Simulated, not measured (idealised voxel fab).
Presented below is a process module, voxel quadruple lines.
Square cells of 5 nm make up the cross-section cut, whose width is 215 nm.
Cross-sections here: square-cell grids, written as top-down lists of bands, a band being one or more rows of cells.
Each band's line starts with the height of the band's top and of its bottom, in nm. Then come its materials from left to right, each with its width in nm. One material with "all across" fills the band from edge to edge. "air" is empty space.
All heights in this document are referenced to 0, defined as the level beneath which the wafer, as received, consists entirely of one material. The lowest band is not bounded below; it extends indefinitely downward and is written in the form "0 -> down".
Per-row width for "30..40": begins at first number (top row of band), ends at second number (bottom row), increment between rows held constant.
Step note "identical to before" = no cross-section cell changed.
So "Closed void catalog" is basically the list of trapped voids: any empty space of 8 cells or more that can't reach the top through an opening. They're written width x height at distance, the distance being from the left edge, and it's all nm.
Read whatever lies past the settings on a step's line as the simulator's own remark about the step.
On any step carrying a mask, the "overlay nm" setting, if present on the step's line, tells how far right of its planned place the mask lay; negative values point to the left.
# plan
1 RECEIVE [material Si]
2 CONFORMAL_DEP [material Al2O3] [thk nm 5]
3 DIRECTIONAL_DEP [material TiN] [thk nm 15]
4 DIRECTIONAL_DEP [material polySi] [thk nm 15]
5 DIRECTIONAL_DEP [material aC] [thk nm 20]
6 PATTERN [tone cover] [mask id MANDREL] [material resist] [width nm 20] [thk nm 30] [overlay nm 0]
7 DIRECTIONAL_ETCH [etch materials aC] [depth nm 20]
8 STRIP [etch materials resist]
9 CONFORMAL_DEP [material SiO2] [thk nm 10]
10 DIRECTIONAL_ETCH [etch materials SiO2] [depth nm 10]
11 STRIP [etch materials aC]
12 DIRECTIONAL_ETCH [etch materials polySi] [depth nm 15]
13 STRIP [etch materials SiO2]
14 CONFORMAL_DEP [material SiCN] [thk nm 5]
15 DIRECTIONAL_ETCH [etch materials SiCN] [depth nm 5]
16 STRIP [etch materials polySi]
17 DIRECTIONAL_ETCH [etch materials TiN] [depth nm 15]
18 STRIP [etch materials SiCN]
# Cross-section of the wafer as it came to us, i.e., already through step 1
	0 -> down  Si all across
	Closed void catalog: none
# First of two wafers, end-of-module section, run followed plan
	20 -> 5  air (80), then TiN (5), then air (10), then TiN (5), then air (10), then TiN (5), then air (10), then TiN (5), then air (85)
	5 -> 0  Al2O3 all across
	0 -> down  Si all across
	Closed void catalog: none
# This is the second of the two wafers, cross-sectioned at the end of the module; it started exactly like the first and was given the same plan, but it was run with one mistake
	20 -> 5  air (85), then TiN (5), then air (10), then TiN (5), then air (5), then TiN (5), then air (10), then TiN (5), then air (85)
	5 -> 0  Al2O3 all across
	0 -> down  Si all across
	Closed void catalog: none
Heads up, the wafer didn't run the way we planned it: step 6 changed vs plan, executed as PATTERN [tone cover] [mask id MANDREL] [material resist] [width nm 15] [thk nm 30] [overlay nm 0]
Same inventory, different map: at the end, the second wafer holds as many cells of each material as the first, placed elsewhere.
